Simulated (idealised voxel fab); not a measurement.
process module | voxel released beams
cross-section cut | 245 nm wide | cells 5 nm
A cross-section is a grid of square cells, given in bands from the top down. A band is one or more rows of cells.
Each band's line starts with the height of the band's top and of its bottom, in nm. Then come its materials from left to right, each with its width in nm. One material with "throughout" fills the band from edge to edge. "air" is empty space.
Height 0 is the level under which the wafer as received is all one material. The lowest band goes on downwards, as in "0 down".
A width such as "30 to 40" changes by the same amount from each row of cells to the next, from the band's top row to its bottom row.
"no change" after a step means that no cell of the cross-section changed.
closed voids: empty space of 8 cells or more with no open way to the top, each as width x height at its distance from the left edge, in nm
after a step's settings: what the simulator itself notes on the step
overlay nm, on a step with a mask: how far to the right of its planned place the mask lay; to the left if negative
Each pair below shows a cross-section before one step and the cross-section after it, down to the lowest band that changed. The line under each pair gives the step between them, with its settings. The pairs can come from different runs of this module on the same starting wafer, so a pair continues from the pair above only where its "before" says so.
before
  0 down: Si throughout
  closed voids: none
after
  5 to 0: Al2O3 throughout
  below 0: unchanged
  closed voids: none
the step between: op CONFORMAL_DEP | material Al2O3 | thk nm 5
before: the cross-section after the pair above
after
  20 to 5: SiO2 throughout
  below 5: unchanged
  closed voids: none
the step between: op DIRECTIONAL_DEP | material SiO2 | thk nm 15
before: the cross-section after the pair above
after
  35 to 20: resist 70 | air 45 | resist 130
  below 20: unchanged
  closed voids: none
the step between: op PATTERN | tone open | mask id ANCHOR | material resist | width nm 45 | thk nm 15 | overlay nm 0
before: the cross-section after the pair above
after
  35 to 20: resist 70 | air 45 | resist 130
  20 to 5: SiO2 70 | air 45 | SiO2 130
  below 5: unchanged
  closed voids: none
the step between: op DIRECTIONAL_ETCH | etch materials SiO2 | depth nm 15
before: the cross-section after the pair above
after
  20 to 5: SiO2 70 | air 45 | SiO2 130
  below 5: unchanged
  closed voids: none
the step between: op STRIP | etch materials resist
before: the cross-section after the pair above
after
  35 to 20: W 85 | air 15 | W 145
  20 to 5: SiO2 70 | W 45 | SiO2 130
  below 5: unchanged
  closed voids: none
the step between: op CONFORMAL_DEP | material W | thk nm 15
before: the cross-section after the pair above
after
  55 to 35: air 65 | resist 105 | air 75
  35 to 20: W 85 | resist 15 | W 145
  below 20: unchanged
  closed voids: none
the step between: op PATTERN | tone cover | mask id BEAM | material resist | width nm 105 | thk nm 20 | overlay nm 0
before: the cross-section after the pair above
after
  55 to 35: air 65 | resist 105 | air 75
  35 to 20: air 65 | W 20 | resist 15 | W 70 | air 75
  below 20: unchanged
  closed voids: none
the step between: op DIRECTIONAL_ETCH | etch materials W | depth nm 15
before: the cross-section after the pair above
after
  35 to 20: air 65 | W 20 | air 15 | W 70 | air 75
  below 20: unchanged
  closed voids: none
the step between: op STRIP | etch materials resist
before: the cross-section after the pair above
after
  35 to 20: air 65 | W 20 | air 15 | W 70 | air 75
  20 to 5: air 70 | W 45 | air 130
  below 5: unchanged
  closed voids: none
the step between: op STRIP | etch materials SiO2
before
  0 down: Si throughout
  closed voids: none
after
  15 to 0: SiO2 throughout
  below 0: unchanged
  closed voids: none
the step between: op DIRECTIONAL_DEP | material SiO2 | thk nm 15
before: the cross-section after the pair above
after
  30 to 15: resist 70 | air 45 | resist 130
  below 15: unchanged
  closed voids: none
the step between: op PATTERN | tone open | mask id ANCHOR | material resist | width nm 45 | thk nm 15 | overlay nm 0
before: the cross-section after the pair above
after
  30 to 15: resist 70 | air 45 | resist 130
  15 to 0: SiO2 70 | air 45 | SiO2 130
  below 0: unchanged
  closed voids: none
the step between: op DIRECTIONAL_ETCH | etch materials SiO2 | depth nm 15
before: the cross-section after the pair above
after
  15 to 0: SiO2 70 | air 45 | SiO2 130
  below 0: unchanged
  closed voids: none
the step between: op STRIP | etch materials resist
before: the cross-section after the pair above
after
  30 to 15: W 85 | air 15 | W 145
  15 to 0: SiO2 70 | W 45 | SiO2 130
  below 0: unchanged
  closed voids: none
the step between: op CONFORMAL_DEP | material W | thk nm 15
before: the cross-section after the pair above
after
  50 to 30: air 65 | resist 105 | air 75
  30 to 15: W 85 | resist 15 | W 145
  below 15: unchanged
  closed voids: none
the step between: op PATTERN | tone cover | mask id BEAM | material resist | width nm 105 | thk nm 20 | overlay nm 0
before: the cross-section after the pair above
after
  50 to 30: air 65 | resist 105 | air 75
  30 to 15: air 65 | W 20 | resist 15 | W 70 | air 75
  below 15: unchanged
  closed voids: none
the step between: op DIRECTIONAL_ETCH | etch materials W | depth nm 15
before: the cross-section after the pair above
after
  30 to 15: air 65 | W 20 | air 15 | W 70 | air 75
  below 15: unchanged
  closed voids: none
the step between: op STRIP | etch materials resist
before: the cross-section after the pair above
after
  30 to 15: air 65 | W 20 | air 15 | W 70 | air 75
  15 to 0: air 70 | W 45 | air 130
  below 0: unchanged
  closed voids: none
the step between: op STRIP | etch materials SiO2
before
  35 to 20: W 85 | air 15 | W 145
  20 to 5: SiO2 70 | W 45 | SiO2 130
  5 to 0: Al2O3 throughout
  0 down: Si throughout
  closed voids: none
after
  50 to 20: W throughout
  below 20: unchanged
  closed voids: none
the step between: op CONFORMAL_DEP | material W | thk nm 15
before: the cross-section after the pair above
after
  70 to 50: air 65 | resist 105 | air 75
  below 50: unchanged
  closed voids: none
the step between: op PATTERN | tone cover | mask id BEAM | material resist | width nm 105 | thk nm 20 | overlay nm 0
before: the cross-section after the pair above
after
  70 to 50: air 65 | resist 105 | air 75
  50 to 35: air 65 | W 105 | air 75
  below 35: unchanged
  closed voids: none
the step between: op DIRECTIONAL_ETCH | etch materials W | depth nm 15
before: the cross-section after the pair above
after
  50 to 35: air 65 | W 105 | air 75
  below 35: unchanged
  closed voids: none
the step between: op STRIP | etch materials resist
before
  15 to 0: SiO2 throughout
  0 down: Si throughout
  closed voids: none
after
  20 to 15: Al2O3 throughout
  below 15: unchanged
  closed voids: none
the step between: op CONFORMAL_DEP | material Al2O3 | thk nm 5
before: the cross-section after the pair above
after
  35 to 20: resist 70 | air 45 | resist 130
  below 20: unchanged
  closed voids: none
the step between: op PATTERN | tone open | mask id ANCHOR | material resist | width nm 45 | thk nm 15 | overlay nm 0
before: the cross-section after the pair above
after
  20 to 15: Al2O3 throughout
  below 15: unchanged
  closed voids: none
the step between: op STRIP | etch materials resist
before: the cross-section after the pair above
after
  35 to 20: W throughout
  below 20: unchanged
  closed voids: none
the step between: op CONFORMAL_DEP | material W | thk nm 15
before: the cross-section after the pair above
after
  55 to 35: air 65 | resist 105 | air 75
  below 35: unchanged
  closed voids: none
the step between: op PATTERN | tone cover | mask id BEAM | material resist | width nm 105 | thk nm 20 | overlay nm 0
before: the cross-section after the pair above
after
  55 to 35: air 65 | resist 105 | air 75
  35 to 20: air 65 | W 105 | air 75
  below 20: unchanged
  closed voids: none
the step between: op DIRECTIONAL_ETCH | etch materials W | depth nm 15
before: the cross-section after the pair above
after
  35 to 20: air 65 | W 105 | air 75
  below 20: unchanged
  closed voids: none
the step between: op STRIP | etch materials resist
before
  20 to 5: SiO2 70 | air 45 | SiO2 130
  5 to 0: Al2O3 throughout
  0 down: Si throughout
  closed voids: none
after
  40 to 25: W 90 | air 5 | W 150
  25 to 20: W throughout
  20 to 5: SiO2 70 | W 45 | SiO2 130
  below 5: unchanged
  closed voids: none
the step between: op CONFORMAL_DEP | material W | thk nm 20
before: the cross-section after the pair above
after
  60 to 40: air 65 | resist 105 | air 75
  40 to 25: W 90 | resist 5 | W 150
  below 25: unchanged
  closed voids: none
the step between: op PATTERN | tone cover | mask id BEAM | material resist | width nm 105 | thk nm 20 | overlay nm 0
before: the cross-section after the pair above
after
  60 to 40: air 65 | resist 105 | air 75
  40 to 25: air 65 | W 25 | resist 5 | W 75 | air 75
  below 25: unchanged
  closed voids: none
the step between: op DIRECTIONAL_ETCH | etch materials W | depth nm 15
before: the cross-section after the pair above
after
  40 to 25: air 65 | W 25 | air 5 | W 75 | air 75
  below 25: unchanged
  closed voids: none
the step between: op STRIP | etch materials resist
before
  20 to 5: SiO2 throughout
  5 to 0: Al2O3 throughout
  0 down: Si throughout
  closed voids: none
after
  35 to 20: resist 75 | air 40 | resist 130
  below 20: unchanged
  closed voids: none
the step between: op PATTERN | tone open | mask id ANCHOR | material resist | width nm 40 | thk nm 15 | overlay nm 0
before: the cross-section after the pair above
after
  35 to 20: resist 75 | air 40 | resist 130
  20 to 5: SiO2 75 | air 40 | SiO2 130
  below 5: unchanged
  closed voids: none
the step between: op DIRECTIONAL_ETCH | etch materials SiO2 | depth nm 15
before: the cross-section after the pair above
after
  20 to 5: SiO2 75 | air 40 | SiO2 130
  below 5: unchanged
  closed voids: none
the step between: op STRIP | etch materials resist
before: the cross-section after the pair above
after
  35 to 20: W 90 | air 10 | W 145
  20 to 5: SiO2 75 | W 40 | SiO2 130
  below 5: unchanged
  closed voids: none
the step between: op CONFORMAL_DEP | material W | thk nm 15
before: the cross-section after the pair above
after
  55 to 35: air 65 | resist 105 | air 75
  35 to 20: W 90 | resist 10 | W 145
  below 20: unchanged
  closed voids: none
the step between: op PATTERN | tone cover | mask id BEAM | material resist | width nm 105 | thk nm 20 | overlay nm 0
before: the cross-section after the pair above
after
  55 to 35: air 65 | resist 105 | air 75
  35 to 20: air 65 | W 25 | resist 10 | W 70 | air 75
  below 20: unchanged
  closed voids: none
the step between: op DIRECTIONAL_ETCH | etch materials W | depth nm 15
before: the cross-section after the pair above
after
  35 to 20: air 65 | W 25 | air 10 | W 70 | air 75
  below 20: unchanged
  closed voids: none
the step between: op STRIP | etch materials resist
before: the cross-section after the pair above
after
  35 to 20: air 65 | W 25 | air 10 | W 70 | air 75
  20 to 5: air 75 | W 40 | air 130
  below 5: unchanged
  closed voids: none
the step between: op STRIP | etch materials SiO2
before
  20 to 5: SiO2 throughout
  5 to 0: Al2O3 throughout
  0 down: Si throughout
  closed voids: none
after
  35 to 20: resist 75 | air 45 | resist 125
  below 20: unchanged
  closed voids: none
the step between: op PATTERN | tone open | mask id ANCHOR | material resist | width nm 45 | thk nm 15 | overlay nm 5
before: the cross-section after the pair above
after
  35 to 20: resist 75 | air 45 | resist 125
  20 to 5: SiO2 75 | air 45 | SiO2 125
  below 5: unchanged
  closed voids: none
the step between: op DIRECTIONAL_ETCH | etch materials SiO2 | depth nm 15
before: the cross-section after the pair above
after
  20 to 5: SiO2 75 | air 45 | SiO2 125
  below 5: unchanged
  closed voids: none
the step between: op STRIP | etch materials resist
before: the cross-section after the pair above
after
  35 to 20: W 90 | air 15 | W 140
  20 to 5: SiO2 75 | W 45 | SiO2 125
  below 5: unchanged
  closed voids: none
the step between: op CONFORMAL_DEP | material W | thk nm 15
before: the cross-section after the pair above
after
  55 to 35: air 65 | resist 105 | air 75
  35 to 20: W 90 | resist 15 | W 140
  below 20: unchanged
  closed voids: none
the step between: op PATTERN | tone cover | mask id BEAM | material resist | width nm 105 | thk nm 20 | overlay nm 0
before: the cross-section after the pair above
after
  55 to 35: air 65 | resist 105 | air 75
  35 to 20: air 65 | W 25 | resist 15 | W 65 | air 75
  below 20: unchanged
  closed voids: none
the step between: op DIRECTIONAL_ETCH | etch materials W | depth nm 15
before: the cross-section after the pair above
after
  35 to 20: air 65 | W 25 | air 15 | W 65 | air 75
  below 20: unchanged
  closed voids: none
the step between: op STRIP | etch materials resist
before: the cross-section after the pair above
after
  35 to 20: air 65 | W 25 | air 15 | W 65 | air 75
  20 to 5: air 75 | W 45 | air 125
  below 5: unchanged
  closed voids: none
the step between: op STRIP | etch materials SiO2
before
  35 to 20: air 65 | W 20 | air 15 | W 70 | air 75
  20 to 5: SiO2 70 | W 45 | SiO2 130
  5 to 0: Al2O3 throughout
  0 down: Si throughout
  closed voids: none
after
  20 to 5: SiO2 70 | air 45 | SiO2 130
  below 5: unchanged
  closed voids: none
the step between: op STRIP | etch materials W
before
  20 to 5: SiO2 throughout
  5 to 0: Al2O3 throughout
  0 down: Si throughout
  closed voids: none
after
  35 to 20: air 70 | resist 45 | air 130
  below 20: unchanged
  closed voids: none
the step between: op PATTERN | tone cover | mask id ANCHOR | material resist | width nm 45 | thk nm 15 | overlay nm 0
before: the cross-section after the pair above
after
  35 to 20: air 70 | resist 45 | air 130
  20 to 5: air 70 | SiO2 45 | air 130
  below 5: unchanged
  closed voids: none
the step between: op DIRECTIONAL_ETCH | etch materials SiO2 | depth nm 15
before: the cross-section after the pair above
after
  20 to 5: air 70 | SiO2 45 | air 130
  below 5: unchanged
  closed voids: none
the step between: op STRIP | etch materials resist
before: the cross-section after the pair above
after
  35 to 20: air 55 | W 75 | air 115
  20 to 5: W 70 | SiO2 45 | W 130
  below 5: unchanged
  closed voids: none
the step between: op CONFORMAL_DEP | material W | thk nm 15
before: the cross-section after the pair above
after
  55 to 35: air 65 | resist 105 | air 75
  35 to 20: air 55 | W 75 | resist 40 | air 75
  below 20: unchanged
  closed voids: none
the step between: op PATTERN | tone cover | mask id BEAM | material resist | width nm 105 | thk nm 20 | overlay nm 0
before: the cross-section after the pair above
after
  55 to 35: air 65 | resist 105 | air 75
  35 to 20: air 65 | W 65 | resist 40 | air 75
  20 to 5: air 55 | W 15 | SiO2 45 | W 55 | air 75
  below 5: unchanged
  closed voids: none
the step between: op DIRECTIONAL_ETCH | etch materials W | depth nm 15
before: the cross-section after the pair above
after
  35 to 20: air 65 | W 65 | air 115
  below 20: unchanged
  closed voids: none
the step between: op STRIP | etch materials resist
